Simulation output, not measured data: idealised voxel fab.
process module | voxel self aligned contacts
cross-section cut | 230 nm wide | cells 5 nm
A cross-section is a grid of square cells, given in bands from the top down. A band is one or more rows of cells.
Each band's line starts with the height of the band's top and of its bottom, in nm. Then come its materials from left to right, each with its width in nm. One material with "throughout" fills the band from edge to edge. "air" is empty space.
Height 0 is the level under which the wafer as received is all one material. The lowest band goes on downwards, as in "0 down".
A width such as "30 to 40" changes by the same amount from each row of cells to the next, from the band's top row to its bottom row.
"no change" after a step means that no cell of the cross-section changed.
closed voids: empty space of 8 cells or more with no open way to the top, each as width x height at its distance from the left edge, in nm
after a step's settings: what the simulator itself notes on the step
overlay nm, on a step with a mask: how far to the right of its planned place the mask lay; to the left if negative
plan
1 op RECEIVE | material Si
2 op OXIDIZE | depth nm 5
3 op DIRECTIONAL_DEP | material polySi | thk nm 30
4 op DIRECTIONAL_DEP | material SiN | thk nm 20
5 op PATTERN | tone cover | mask id GATE | material resist | width nm 35 | pitch nm 70 | thk nm 20 | overlay nm 0
6 op DIRECTIONAL_ETCH | etch materials SiN | depth nm 20
7 op DIRECTIONAL_ETCH | etch materials polySi | depth nm 30
8 op STRIP | etch materials resist
9 op CONFORMAL_DEP | material SiN | thk nm 5
10 op DIRECTIONAL_ETCH | etch materials SiN | depth nm 5
11 op FILL_DEP | material SiO2 | thk nm 20
12 op CMP | height nm 60
13 op MASKED_ETCH | tone open | mask id CONTACT | width nm 55 | etch materials SiO2 | depth nm 65 | overlay nm 0
14 op CONFORMAL_DEP | material TiN | thk nm 5
15 op FILL_DEP | material W | thk nm 5
16 op CMP | height nm 60
17 op CONFORMAL_DEP | material SiN | thk nm 5
varied across the wafers: thk nm of step 9. The plan shows the first wafer's value. All wafers start alike
first wafer as received, after step 1
  0 down: Si throughout
  closed voids: none
first wafer at the end, after step 17
  65 to 60: SiN throughout
  60 to 50: SiO2 85 | TiN 5 to 20 | W 45 to 15 | TiN 5 to 20 | SiO2 90
  50 to 30: SiO2 55 | SiN 45 | TiN 5 | W 15 | TiN 5 | SiN 45 | SiO2 60
  30 to 0: SiO2 55 | SiN 5 | polySi 35 | SiN 5 | TiN 5 | W 15 | TiN 5 | SiN 5 | polySi 35 | SiN 5 | SiO2 60
  0 to -5: SiO2 100 | TiN 25 | SiO2 105
  -5 down: Si throughout
  closed voids: none
last wafer at the end
  65 to 60: SiN throughout
  60 to 30: SiO2 40 | SiN 145 | SiO2 45
  30 to 15: SiO2 40 | SiN 20 | polySi 35 | SiN 35 | polySi 35 | SiN 20 | SiO2 45
  15 to 0: SiN 60 | polySi 35 | SiN 35 | polySi 35 | SiN 65
  0 to -5: SiO2 throughout
  -5 down: Si throughout
  closed voids: none
each wafer at the end: cells of each material gained (+) or lost (-) since it was received, then its closed voids
thk nm 5 | -46 Si | +142 SiN | +341 SiO2 | +35 TiN | +42 W | +84 polySi | closed voids: none
thk nm 10 | -46 Si | +228 SiN | +291 SiO2 | +31 TiN | +10 W | +84 polySi | closed voids: none
thk nm 15 | -46 Si | +314 SiN | +236 SiO2 | +10 TiN | +84 polySi | closed voids: none
thk nm 20 | -46 Si | +361 SiN | +199 SiO2 | +84 polySi | closed voids: none
